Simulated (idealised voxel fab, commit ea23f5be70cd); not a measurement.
Module name: voxel wiring stack (process module)
Each square cell in cross-section cut measures 5 nm, and the section as a whole is 265 nm wide.
Cross-section spec: square-cell grid; bands listed top down; each band is one or more rows. Each band's line starts with the height of the band's top and of its bottom, in nm. Then come its materials from left to right, each with its width in nm. One material with "all across" fills the band from edge to edge. "empty" is empty space. We count height from 0. Below that, the starting wafer is all one material. The lowest band never ends at the bottom but goes on down; see "0 and below" for how that is written. Quick explanation for "30..40": the width changes in equal steps down the rows of cells, from the first number in the band's top row to the second number in its bottom row. A step reported as "identical to before" is a step in which no cell of the cross-section changed. "Enclosed cavities": sealed empty spaces, 8 cells or more, no open way to top, listed width x height at distance, with distance from the left edge and width, height and distance in nm. Note: text after step settings on the step line = simulator remark on that step. If you see "overlay nm" on a step's line and that step has a mask, it's telling you how far right of where it was planned the mask ended up; a negative number means it went left instead.
## Listed below are the process steps as planned
- 1: RECEIVE with material Si
- 2: CONFORMAL_DEP with material SiO2, thk nm 10
- 3: CONFORMAL_DEP with material SiCN, thk nm 5
- 4: DIRECTIONAL_DEP with material lowk, thk nm 20
- 5: DIRECTIONAL_DEP with material aC, thk nm 15
- 6: PATTERN with tone open, mask id METAL_1, material resist, width nm 20, pitch nm 45, thk nm 35, overlay nm 0
- 7: DIRECTIONAL_ETCH with etch materials aC, depth nm 15
- 8: STRIP with etch materials resist
- 9: DIRECTIONAL_ETCH with etch materials lowk, depth nm 20
- 10: DIRECTIONAL_ETCH with etch materials SiCN, depth nm 5
- 11: STRIP with etch materials aC
- 12: CONFORMAL_DEP with material TiN, thk nm 5
- 13: FILL_DEP with material Cu, thk nm 10
- 14: CMP with height nm 35
- 15: EPI with material Ru, thk nm 5
- 16: FILL_DEP with material SiCN, thk nm 5
- 17: DIRECTIONAL_DEP with material lowk, thk nm 10
- 18: MASKED_ETCH with tone open, mask id PLUG_1, width nm 15, pitch nm 45, etch materials lowk, depth nm 10, overlay nm 0
- 19: MASKED_ETCH with tone open, mask id PLUG_1, width nm 15, pitch nm 45, etch materials SiCN, depth nm 5, overlay nm 0
- 20: CONFORMAL_DEP with material TiN, thk nm 5
- 21: FILL_DEP with material Cu, thk nm 5
- 22: CMP with height nm 55
- 23: CONFORMAL_DEP with material SiCN, thk nm 5
- 24: DIRECTIONAL_DEP with material lowk, thk nm 25
- 25: MASKED_ETCH with tone open, mask id METAL_2, width nm 20, pitch nm 45, etch materials lowk, depth nm 25, overlay nm 0
- 26: MASKED_ETCH with tone open, mask id METAL_2, width nm 20, pitch nm 45, etch materials SiCN, depth nm 5, overlay nm 0
- 27: CONFORMAL_DEP with material TiN, thk nm 5
- 28: FILL_DEP with material Cu, thk nm 10
- 29: CMP with height nm 85
- 30: CONFORMAL_DEP with material SiCN, thk nm 5
- 31: DIRECTIONAL_DEP with material lowk, thk nm 10
- 32: PATTERN with tone open, mask id PLUG_2, material resist, width nm 15, pitch nm 45, thk nm 20, overlay nm 0
- 33: DIRECTIONAL_ETCH with etch materials lowk, depth nm 10
- 34: DIRECTIONAL_ETCH with etch materials SiCN, depth nm 5
- 35: STRIP with etch materials resist
- 36: CONFORMAL_DEP with material TiN, thk nm 5
- 37: FILL_DEP with material W, thk nm 10
- 38: CMP with height nm 100
- 39: DIRECTIONAL_DEP with material TiN, thk nm 5
- 40: DIRECTIONAL_DEP with material Ru, thk nm 20
- 41: MASKED_ETCH with tone cover, mask id METAL_3, width nm 20, pitch nm 45, etch materials Ru, depth nm 20, overlay nm 0
- 42: MASKED_ETCH with tone cover, mask id METAL_3, width nm 20, pitch nm 45, etch materials TiN, depth nm 5, overlay nm 0
- 43: CONFORMAL_DEP with material SiN, thk nm 5
- 44: FILL_DEP with material lowk, thk nm 5
- 45: CMP with height nm 125
- 46: CONFORMAL_DEP with material SiCN, thk nm 5
- 47: DIRECTIONAL_DEP with material lowk, thk nm 20
- 48: DIRECTIONAL_DEP with material aC, thk nm 15
- 49: PATTERN with tone open, mask id PLUG_3, material resist, width nm 15, thk nm 30, overlay nm 0
- 50: DIRECTIONAL_ETCH with etch materials aC, depth nm 15
- 51: STRIP with etch materials resist
- 52: DIRECTIONAL_ETCH with etch materials lowk, depth nm 20
- 53: DIRECTIONAL_ETCH with etch materials SiCN, depth nm 5
- 54: STRIP with etch materials aC
- 55: CONFORMAL_DEP with material TiN, thk nm 5
- 56: FILL_DEP with material W, thk nm 10
- 57: CMP with height nm 150
- 58: CONFORMAL_DEP with material SiN, thk nm 5
- 59: DIRECTIONAL_DEP with material lowk, thk nm 15
- 60: PATTERN with tone open, mask id METAL_4, material resist, width nm 20, pitch nm 45, thk nm 15, overlay nm 0
- 61: DIRECTIONAL_ETCH with etch materials lowk, depth nm 15
- 62: DIRECTIONAL_ETCH with etch materials SiN, depth nm 5
- 63: STRIP with etch materials resist
- 64: CONFORMAL_DEP with material TiN, thk nm 5
- 65: FILL_DEP with material Cu, thk nm 10
- 66: CMP with height nm 170
- 67: CONFORMAL_DEP with material SiCN, thk nm 5
## Cross-section of the wafer at receipt, which is the condition after step 1
0 and below = Si all across
Enclosed cavities: none
## The following cross-section depicts the wafer upon conclusion of the module. Processing commenced from the starting condition illustrated above and adhered to the plan illustrated above, save for one mistake in execution
175 down to 170 = SiCN all across
170 down to 155 = 100 lowk | 5 TiN | 10 Cu | 5 TiN | 25 lowk | 5 TiN | 10 Cu | 5 TiN | 100 lowk
155 down to 150 = 100 SiN | 20 TiN | 25 SiN | 20 TiN | 100 SiN
150 down to 130 = 100 lowk | 5 TiN | 5 W | 5 TiN | 150 lowk
130 down to 125 = 100 SiCN | 15 TiN | 150 SiCN
125 down to 105 = 95 lowk | 5 SiN | 20 Ru | 5 SiN | 15 lowk | 5 SiN | 20 Ru | 5 SiN | 95 lowk
105 down to 100 = 100 SiN | 20 TiN | 25 SiN | 20 TiN | 100 SiN
100 down to 90 = 95 lowk | 5 TiN | 15 W | 5 TiN | 20 lowk | 5 TiN | 15 W | 5 TiN | 100 lowk
90 down to 85 = 95 SiCN | 25 TiN | 20 SiCN | 25 TiN | 100 SiCN
85 down to 60 = 100 lowk | 5 TiN | 10 Cu | 5 TiN | 25 lowk | 5 TiN | 10 Cu | 5 TiN | 100 lowk
60 down to 55 = 100 SiCN | 20 TiN | 25 SiCN | 20 TiN | 100 SiCN
55 down to 45 = 100 lowk | 5 TiN | 5 Cu | 5 TiN | 30 lowk | 5 TiN | 5 Cu | 5 TiN | 105 lowk
45 down to 40 = 100 SiCN | 15 TiN | 30 SiCN | 15 TiN | 105 SiCN
40 down to 35 = 95 SiCN | 30 Ru | 15 SiCN | 30 Ru | 95 SiCN
35 down to 15 = 100 lowk | 5 TiN | 10 Cu | 5 TiN | 25 lowk | 5 TiN | 10 Cu | 5 TiN | 100 lowk
15 down to 10 = 100 SiCN | 20 TiN | 25 SiCN | 20 TiN | 100 SiCN
10 down to 0 = SiO2 all across
0 and below = Si all across
Enclosed cavities: none
Plan not followed: note that step 32 departed from the planned setting and was carried out as PATTERN with tone open, mask id PLUG_2, material resist, width nm 25, pitch nm 45, thk nm 20, overlay nm 0
